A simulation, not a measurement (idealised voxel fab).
The following is a process module called voxel ribs on slabs.
This is section cut - it's 300 nm across, gridded in 5 nm square cells.
Each cross-section below is a grid of square cells, stated as bands in top-down order, with one or more rows of cells making up each band.
What a band's entry tells you: where the top is and where the bottom is, as heights in nm, and after that what lies inside, material by material from left to right, each with its width in nm. Empty space is written as the word "blank", and a single material marked with the word "everywhere" occupies the band from edge to edge.
For the purposes of this specification, 0 denotes the height below which the wafer in its as-received condition is composed wholly of one material, and the lowermost band, lacking a lower limit, extends downward without end, as expressed in "z 0 and below".
Read "30..40" as a graded width: first number on top, second number at the bottom, same change between each pair of neighbouring rows.
"left unchanged" -> step changed no cross-section cell.
Entry "Sealed-off cavities". Content: empty spaces with no open connection to the top, size 8 cells or greater. Each: width x height at distance. Distance: from left edge. Unit: nm.
Text after the settings on a step's line: the simulator's own remark on that step.
The line of a step may include "overlay nm". On a step with a mask, this value is how far to the right of its planned place the mask lay. A negative value means the mask lay to the left.
The process steps that were planned are listed below
1. RECEIVE: material Si
2. DIRECTIONAL_DEP: material SiO2, thk nm 20
3. DIRECTIONAL_DEP: material polySi, thk nm 20
4. DIRECTIONAL_DEP: material aC, thk nm 15
5. PATTERN: tone cover, mask id RIB, material resist, width nm 30, thk nm 30, overlay nm 0
6. DIRECTIONAL_ETCH: etch materials aC, depth nm 15
7. STRIP: etch materials resist
8. DIRECTIONAL_ETCH: etch materials polySi, depth nm 10
9. STRIP: etch materials aC
10. PATTERN: tone cover, mask id SLAB, material resist, width nm 90, thk nm 20, overlay nm 0
11. DIRECTIONAL_ETCH: etch materials polySi, depth nm 10
12. STRIP: etch materials resist
13. FILL_DEP: material SiO2, thk nm 30
14. CMP: height nm 60
15. DIRECTIONAL_DEP: material TiN, thk nm 5
16. DIRECTIONAL_DEP: material aC, thk nm 15
17. PATTERN: tone cover, mask id HEATER, material resist, width nm 40, thk nm 30, overlay nm 0
18. DIRECTIONAL_ETCH: etch materials aC, depth nm 15
19. STRIP: etch materials resist
20. DIRECTIONAL_ETCH: etch materials TiN, depth nm 5
21. STRIP: etch materials aC
22. CONFORMAL_DEP: material SiO2, thk nm 5
Account of the first of two wafers, which was processed as intended
As received (post step 1): cross-section
	z 0 and below | Si everywhere
	Sealed-off cavities: none
Upon completion of step 2, the wafer appears in cross-section as shown
	z 20 to 0 | SiO2 everywhere
	Note: structure below 0 unchanged.
Upon completion of step 3, the wafer appears in cross-section as shown
	z 40 to 20 | polySi everywhere
	Note: structure below 20 unchanged.
Upon completion of step 4, the wafer appears in cross-section as shown
	z 55 to 40 | aC everywhere
	Note: structure below 40 unchanged.
Upon completion of step 5, the wafer appears in cross-section as shown
	z 85 to 55 | blank=135 | resist=30 | blank=135
	Note: structure below 55 unchanged.
Upon completion of step 6, the wafer appears in cross-section as shown
	z 70 to 55 | blank=135 | resist=30 | blank=135
	z 55 to 40 | blank=135 | aC=30 | blank=135
	Note: structure below 40 unchanged.
Upon completion of step 7, the wafer appears in cross-section as shown
	z 55 to 40 | blank=135 | aC=30 | blank=135
	Note: structure below 40 unchanged.
Upon completion of step 8, the wafer appears in cross-section as shown
	z 55 to 40 | blank=135 | aC=30 | blank=135
	z 40 to 30 | blank=135 | polySi=30 | blank=135
	Note: structure below 30 unchanged.
Upon completion of step 9, the wafer appears in cross-section as shown
	z 40 to 30 | blank=135 | polySi=30 | blank=135
	Note: structure below 30 unchanged.
Upon completion of step 10, the wafer appears in cross-section as shown
	z 60 to 40 | blank=105 | resist=90 | blank=105
	z 40 to 30 | blank=105 | resist=30 | polySi=30 | resist=30 | blank=105
	Note: structure below 30 unchanged.
Upon completion of step 11, the wafer appears in cross-section as shown
	z 60 to 40 | blank=105 | resist=90 | blank=105
	z 40 to 30 | blank=105 | resist=30 | polySi=30 | resist=30 | blank=105
	z 30 to 20 | blank=105 | polySi=90 | blank=105
	Note: structure below 20 unchanged.
Upon completion of step 12, the wafer appears in cross-section as shown
	z 40 to 30 | blank=135 | polySi=30 | blank=135
	Note: structure below 30 unchanged.
Upon completion of step 13, the wafer appears in cross-section as shown
	z 70 to 40 | SiO2 everywhere
	z 40 to 30 | SiO2=135 | polySi=30 | SiO2=135
	z 30 to 20 | SiO2=105 | polySi=90 | SiO2=105
	Note: structure below 20 unchanged.
Upon completion of step 14, the wafer appears in cross-section as shown
	z 60 to 40 | SiO2 everywhere
	Note: structure below 40 unchanged.
Upon completion of step 15, the wafer appears in cross-section as shown
	z 65 to 60 | TiN everywhere
	Note: structure below 60 unchanged.
Upon completion of step 16, the wafer appears in cross-section as shown
	z 80 to 65 | aC everywhere
	Note: structure below 65 unchanged.
Upon completion of step 17, the wafer appears in cross-section as shown
	z 110 to 80 | blank=130 | resist=40 | blank=130
	Note: structure below 80 unchanged.
Upon completion of step 18, the wafer appears in cross-section as shown
	z 95 to 80 | blank=130 | resist=40 | blank=130
	z 80 to 65 | blank=130 | aC=40 | blank=130
	Note: structure below 65 unchanged.
Upon completion of step 19, the wafer appears in cross-section as shown
	z 80 to 65 | blank=130 | aC=40 | blank=130
	Note: structure below 65 unchanged.
Upon completion of step 20, the wafer appears in cross-section as shown
	z 80 to 65 | blank=130 | aC=40 | blank=130
	z 65 to 60 | blank=130 | TiN=40 | blank=130
	Note: structure below 60 unchanged.
Upon completion of step 21, the wafer appears in cross-section as shown
	z 65 to 60 | blank=130 | TiN=40 | blank=130
	Note: structure below 60 unchanged.
Upon completion of step 22, the wafer appears in cross-section as shown
	z 70 to 65 | blank=125 | SiO2=50 | blank=125
	z 65 to 60 | SiO2=130 | TiN=40 | SiO2=130
	Note: structure below 60 unchanged.
For the second wafer, take the first wafer's start and plan, then add one mistake made in running it; everything through step 2, that step included, is shared with the first
Cross-sectional representation of the second wafer at the time designated in the plan for the completion of step 3
	z 35 to 20 | aC everywhere
	Note: structure below 20 unchanged.
Cross-sectional representation of the second wafer at the time designated in the plan for the completion of step 4
	z 55 to 35 | polySi everywhere
	Note: structure below 35 unchanged.
Cross-sectional representation of the second wafer at the time designated in the plan for the completion of step 5
	z 85 to 55 | blank=135 | resist=30 | blank=135
	Note: structure below 55 unchanged.
Cross-sectional representation of the second wafer at the time designated in the plan for the completion of step 6
	z 70 to 55 | blank=135 | resist=30 | blank=135
	Note: structure below 55 unchanged.
Cross-sectional representation of the second wafer at the time designated in the plan for the completion of step 7
	z 55 to 35 | polySi everywhere
	Note: structure below 35 unchanged.
Cross-sectional representation of the second wafer at the time designated in the plan for the completion of step 8
	z 45 to 35 | polySi everywhere
	Note: structure below 35 unchanged.
Cross-sectional representation of the second wafer at the time designated in the plan for the completion of step 9: left unchanged
Cross-sectional representation of the second wafer at the time designated in the plan for the completion of step 10
	z 65 to 45 | blank=105 | resist=90 | blank=105
	Note: structure below 45 unchanged.
Cross-sectional representation of the second wafer at the time designated in the plan for the completion of step 11
	z 65 to 45 | blank=105 | resist=90 | blank=105
	z 45 to 35 | blank=105 | polySi=90 | blank=105
	Note: structure below 35 unchanged.
Cross-sectional representation of the second wafer at the time designated in the plan for the completion of step 12
	z 45 to 35 | blank=105 | polySi=90 | blank=105
	Note: structure below 35 unchanged.
Cross-sectional representation of the second wafer at the time designated in the plan for the completion of step 13
	z 75 to 45 | SiO2 everywhere
	z 45 to 35 | SiO2=105 | polySi=90 | SiO2=105
	Note: structure below 35 unchanged.
Cross-sectional representation of the second wafer at the time designated in the plan for the completion of step 14
	z 60 to 45 | SiO2 everywhere
	Note: structure below 45 unchanged.
Cross-sectional representation of the second wafer at the time designated in the plan for the completion of step 15
	z 65 to 60 | TiN everywhere
	Note: structure below 60 unchanged.
Cross-sectional representation of the second wafer at the time designated in the plan for the completion of step 16
	z 80 to 65 | aC everywhere
	Note: structure below 65 unchanged.
Cross-sectional representation of the second wafer at the time designated in the plan for the completion of step 17
	z 110 to 80 | blank=130 | resist=40 | blank=130
	Note: structure below 80 unchanged.
Cross-sectional representation of the second wafer at the time designated in the plan for the completion of step 18
	z 95 to 80 | blank=130 | resist=40 | blank=130
	z 80 to 65 | blank=130 | aC=40 | blank=130
	Note: structure below 65 unchanged.
Cross-sectional representation of the second wafer at the time designated in the plan for the completion of step 19
	z 80 to 65 | blank=130 | aC=40 | blank=130
	Note: structure below 65 unchanged.
Cross-sectional representation of the second wafer at the time designated in the plan for the completion of step 20
	z 80 to 65 | blank=130 | aC=40 | blank=130
	z 65 to 60 | blank=130 | TiN=40 | blank=130
	Note: structure below 60 unchanged.
Cross-sectional representation of the second wafer at the time designated in the plan for the completion of step 21
	z 65 to 60 | blank=130 | TiN=40 | blank=130
	Note: structure below 60 unchanged.
Cross-sectional representation of the second wafer at the time designated in the plan for the completion of step 22
	z 70 to 65 | blank=125 | SiO2=50 | blank=125
	z 65 to 60 | SiO2=130 | TiN=40 | SiO2=130
	Note: structure below 60 unchanged.
Plan not followed: step 4 occupied the plan position of step 3, and the converse holds as well
at the end the second wafer has, in cells: SiO2: 168 fewer | aC: 180 more | polySi: 12 fewer
